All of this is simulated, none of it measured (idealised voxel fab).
The name of this process module is voxel self aligned contacts.
Cross-section cut: width 145 nm, square cells of 5 nm.
Format of a cross-section: grid, square cells. Given as bands. Order: top down. Band: one or more rows of cells. Heights first: top, then bottom, in nm. Then materials, left to right, each with a width in nm. "everywhere" on a single material: fills the band edge to edge. "empty": empty space. The reference from which all heights are counted is 0, the level beneath which the as-received wafer is entirely one material; the lowest band, having no lower bound, proceeds downward and is written after the example "from 0 down". A two-number width, for instance "30->40", indicates that the width is equal to the first number in the top row of the band and to the second number in the bottom row, and that it changes by a constant amount per row of cells. You'll sometimes find "no change" written for a step, and that's the way of saying that nowhere in the cross-section did a cell change during that step. Closed empty spaces (no open way to the top) of 8 cells or more are what "Trapped cavities" lists, each as width x height at distance from the left edge, nm for all three. Anything after a step's settings on that line? It's the simulator's own note about the step. "overlay nm" on a masked step: distance the mask lay right of its planned place, negative for left.

[The process steps that were planned are listed below]
| 1 | RECEIVE, material Si |
| 2 | OXIDIZE, depth nm 5 |
| 3 | DIRECTIONAL_DEP, material polySi, thk nm 20 |
| 4 | DIRECTIONAL_DEP, material SiN, thk nm 25 |
| 5 | DIRECTIONAL_DEP, material aC, thk nm 10 |
| 6 | PATTERN, tone cover, mask id GATE, material resist, width nm 35, pitch nm 75, thk nm 25, overlay nm 0 |
| 7 | DIRECTIONAL_ETCH, etch materials aC, depth nm 10 |
| 8 | STRIP, etch materials resist |
| 9 | DIRECTIONAL_ETCH, etch materials SiN, depth nm 25 |
| 10 | DIRECTIONAL_ETCH, etch materials polySi, depth nm 20 |
| 11 | STRIP, etch materials aC |
| 12 | CONFORMAL_DEP, material SiN, thk nm 10 |
| 13 | DIRECTIONAL_ETCH, etch materials SiN, depth nm 10 |
| 14 | FILL_DEP, material SiO2, thk nm 15 |
| 15 | CMP, height nm 55 |
| 16 | MASKED_ETCH, tone open, mask id CONTACT, width nm 50, etch materials SiO2, depth nm 60, overlay nm 0 |
| 17 | CONFORMAL_DEP, material TiN, thk nm 5 |
| 18 | FILL_DEP, material Ru, thk nm 5 |
| 19 | CMP, height nm 55 |
| 20 | CONFORMAL_DEP, material SiCN, thk nm 5 |

[Run as planned: first of two wafers]

[Wafer at receipt (post step 1), cross-section]
> from 0 down | Si everywhere
> Trapped cavities: none

[State of the wafer after step 2, shown in cross-section]
> from 0 to -5 | SiO2 everywhere
> Beneath the level -5, the cross-section is identical to its previous state.

[State of the wafer after step 3, shown in cross-section]
> from 20 to 0 | polySi everywhere
> Beneath the level 0, the cross-section is identical to its previous state.

[State of the wafer after step 4, shown in cross-section]
> from 45 to 20 | SiN everywhere
> Beneath the level 20, the cross-section is identical to its previous state.

[State of the wafer after step 5, shown in cross-section]
> from 55 to 45 | aC everywhere
> Beneath the level 45, the cross-section is identical to its previous state.

[State of the wafer after step 6, shown in cross-section]
> from 80 to 55 | empty 15 nm, then resist 35 nm, then empty 40 nm, then resist 35 nm, then empty 20 nm
> Beneath the level 55, the cross-section is identical to its previous state.

[State of the wafer after step 7, shown in cross-section]
> from 70 to 55 | empty 15 nm, then resist 35 nm, then empty 40 nm, then resist 35 nm, then empty 20 nm
> from 55 to 45 | empty 15 nm, then aC 35 nm, then empty 40 nm, then aC 35 nm, then empty 20 nm
> Beneath the level 45, the cross-section is identical to its previous state.

[State of the wafer after step 8, shown in cross-section]
> from 55 to 45 | empty 15 nm, then aC 35 nm, then empty 40 nm, then aC 35 nm, then empty 20 nm
> Beneath the level 45, the cross-section is identical to its previous state.

[State of the wafer after step 9, shown in cross-section]
> from 55 to 45 | empty 15 nm, then aC 35 nm, then empty 40 nm, then aC 35 nm, then empty 20 nm
> from 45 to 20 | empty 15 nm, then SiN 35 nm, then empty 40 nm, then SiN 35 nm, then empty 20 nm
> Beneath the level 20, the cross-section is identical to its previous state.

[State of the wafer after step 10, shown in cross-section]
> from 55 to 45 | empty 15 nm, then aC 35 nm, then empty 40 nm, then aC 35 nm, then empty 20 nm
> from 45 to 20 | empty 15 nm, then SiN 35 nm, then empty 40 nm, then SiN 35 nm, then empty 20 nm
> from 20 to 0 | empty 15 nm, then polySi 35 nm, then empty 40 nm, then polySi 35 nm, then empty 20 nm
> Beneath the level 0, the cross-section is identical to its previous state.

[State of the wafer after step 11, shown in cross-section]
> from 45 to 20 | empty 15 nm, then SiN 35 nm, then empty 40 nm, then SiN 35 nm, then empty 20 nm
> Beneath the level 20, the cross-section is identical to its previous state.

[State of the wafer after step 12, shown in cross-section]
> from 55 to 20 | empty 5 nm, then SiN 55 nm, then empty 20 nm, then SiN 55 nm, then empty 10 nm
> from 20 to 10 | empty 5 nm, then SiN 10 nm, then polySi 35 nm, then SiN 10 nm, then empty 20 nm, then SiN 10 nm, then polySi 35 nm, then SiN 10 nm, then empty 10 nm
> from 10 to 0 | SiN 15 nm, then polySi 35 nm, then SiN 40 nm, then polySi 35 nm, then SiN 20 nm
> Beneath the level 0, the cross-section is identical to its previous state.

[State of the wafer after step 13, shown in cross-section]
> from 45 to 20 | empty 5 nm, then SiN 55 nm, then empty 20 nm, then SiN 55 nm, then empty 10 nm
> from 20 to 0 | empty 5 nm, then SiN 10 nm, then polySi 35 nm, then SiN 10 nm, then empty 20 nm, then SiN 10 nm, then polySi 35 nm, then SiN 10 nm, then empty 10 nm
> Beneath the level 0, the cross-section is identical to its previous state.

[State of the wafer after step 14, shown in cross-section]
> from 60 to 45 | SiO2 everywhere
> from 45 to 20 | SiO2 5 nm, then SiN 55 nm, then SiO2 20 nm, then SiN 55 nm, then SiO2 10 nm
> from 20 to 0 | SiO2 5 nm, then SiN 10 nm, then polySi 35 nm, then SiN 10 nm, then SiO2 20 nm, then SiN 10 nm, then polySi 35 nm, then SiN 10 nm, then SiO2 10 nm
> Beneath the level 0, the cross-section is identical to its previous state.

[State of the wafer after step 15, shown in cross-section]
> from 55 to 45 | SiO2 everywhere
> Beneath the level 45, the cross-section is identical to its previous state.

[State of the wafer after step 16, shown in cross-section]
> from 55 to 45 | SiO2 45 nm, then empty 50 nm, then SiO2 50 nm
> from 45 to 20 | SiO2 5 nm, then SiN 55 nm, then empty 20 nm, then SiN 55 nm, then SiO2 10 nm
> from 20 to 0 | SiO2 5 nm, then SiN 10 nm, then polySi 35 nm, then SiN 10 nm, then empty 20 nm, then SiN 10 nm, then polySi 35 nm, then SiN 10 nm, then SiO2 10 nm
> from 0 to -5 | SiO2 60 nm, then empty 20 nm, then SiO2 65 nm
> Beneath the level -5, the cross-section is identical to its previous state.

[State of the wafer after step 17, shown in cross-section]
> from 60 to 55 | TiN 50 nm, then empty 40 nm, then TiN 55 nm
> from 55 to 45 | SiO2 45 nm, then TiN 5->20 nm, then empty 40->10 nm, then TiN 5->20 nm, then SiO2 50 nm
> from 45 to 20 | SiO2 5 nm, then SiN 55 nm, then TiN 5 nm, then empty 10 nm, then TiN 5 nm, then SiN 55 nm, then SiO2 10 nm
> from 20 to 0 | SiO2 5 nm, then SiN 10 nm, then polySi 35 nm, then SiN 10 nm, then TiN 5 nm, then empty 10 nm, then TiN 5 nm, then SiN 10 nm, then polySi 35 nm, then SiN 10 nm, then SiO2 10 nm
> from 0 to -5 | SiO2 60 nm, then TiN 20 nm, then SiO2 65 nm
> Beneath the level -5, the cross-section is identical to its previous state.

[State of the wafer after step 18, shown in cross-section]
> from 65 to 60 | Ru everywhere
> from 60 to 55 | TiN 50 nm, then Ru 40 nm, then TiN 55 nm
> from 55 to 45 | SiO2 45 nm, then TiN 5->20 nm, then Ru 40->10 nm, then TiN 5->20 nm, then SiO2 50 nm
> from 45 to 20 | SiO2 5 nm, then SiN 55 nm, then TiN 5 nm, then Ru 10 nm, then TiN 5 nm, then SiN 55 nm, then SiO2 10 nm
> from 20 to 0 | SiO2 5 nm, then SiN 10 nm, then polySi 35 nm, then SiN 10 nm, then TiN 5 nm, then Ru 10 nm, then TiN 5 nm, then SiN 10 nm, then polySi 35 nm, then SiN 10 nm, then SiO2 10 nm
> Beneath the level 0, the cross-section is identical to its previous state.

[State of the wafer after step 19, shown in cross-section]
> from 55 to 45 | SiO2 45 nm, then TiN 5->20 nm, then Ru 40->10 nm, then TiN 5->20 nm, then SiO2 50 nm
> Beneath the level 45, the cross-section is identical to its previous state.

[State of the wafer after step 20, shown in cross-section]
> from 60 to 55 | SiCN everywhere
> Beneath the level 55, the cross-section is identical to its previous state.

[It is to be noted that the second wafer proceeded from the same initial state and according to the same plan as the first, although one mistake was committed in its execution; through step 15, inclusive, the two wafers share an identical history]

[Second wafer, sectioned view, at step 16's planned end time]
> from 55 to 45 | SiO2 40 nm, then empty 60 nm, then SiO2 45 nm
> from 45 to 20 | SiO2 5 nm, then SiN 55 nm, then empty 20 nm, then SiN 55 nm, then SiO2 10 nm
> from 20 to 0 | SiO2 5 nm, then SiN 10 nm, then polySi 35 nm, then SiN 10 nm, then empty 20 nm, then SiN 10 nm, then polySi 35 nm, then SiN 10 nm, then SiO2 10 nm
> from 0 to -5 | SiO2 60 nm, then empty 20 nm, then SiO2 65 nm
> Beneath the level -5, the cross-section is identical to its previous state.

[Second wafer, sectioned view, at step 17's planned end time]
> from 60 to 55 | TiN 45 nm, then empty 50 nm, then TiN 50 nm
> from 55 to 45 | SiO2 40 nm, then TiN 5->25 nm, then empty 50->10 nm, then TiN 5->25 nm, then SiO2 45 nm
> from 45 to 20 | SiO2 5 nm, then SiN 55 nm, then TiN 5 nm, then empty 10 nm, then TiN 5 nm, then SiN 55 nm, then SiO2 10 nm
> from 20 to 0 | SiO2 5 nm, then SiN 10 nm, then polySi 35 nm, then SiN 10 nm, then TiN 5 nm, then empty 10 nm, then TiN 5 nm, then SiN 10 nm, then polySi 35 nm, then SiN 10 nm, then SiO2 10 nm
> from 0 to -5 | SiO2 60 nm, then TiN 20 nm, then SiO2 65 nm
> Beneath the level -5, the cross-section is identical to its previous state.

[Second wafer, sectioned view, at step 18's planned end time]
> from 65 to 60 | Ru everywhere
> from 60 to 55 | TiN 45 nm, then Ru 50 nm, then TiN 50 nm
> from 55 to 45 | SiO2 40 nm, then TiN 5->25 nm, then Ru 50->10 nm, then TiN 5->25 nm, then SiO2 45 nm
> from 45 to 20 | SiO2 5 nm, then SiN 55 nm, then TiN 5 nm, then Ru 10 nm, then TiN 5 nm, then SiN 55 nm, then SiO2 10 nm
> from 20 to 0 | SiO2 5 nm, then SiN 10 nm, then polySi 35 nm, then SiN 10 nm, then TiN 5 nm, then Ru 10 nm, then TiN 5 nm, then SiN 10 nm, then polySi 35 nm, then SiN 10 nm, then SiO2 10 nm
> Beneath the level 0, the cross-section is identical to its previous state.

[Second wafer, sectioned view, at step 19's planned end time]
> from 55 to 45 | SiO2 40 nm, then TiN 5->25 nm, then Ru 50->10 nm, then TiN 5->25 nm, then SiO2 45 nm
> Beneath the level 45, the cross-section is identical to its previous state.

[Second wafer, sectioned view, at step 20's planned end time]
> from 60 to 55 | SiCN everywhere
> Beneath the level 55, the cross-section is identical to its previous state.
What went wrong in running the wafer? step 16 changed vs plan, executed as MASKED_ETCH, tone open, mask id CONTACT, width nm 60, etch materials SiO2, depth nm 60, overlay nm 0
Wrapping up, a cell-based count of both wafers puts the second over or under the first for these materials: 2 more of Ru; 4 fewer of SiO2; 2 more of TiN
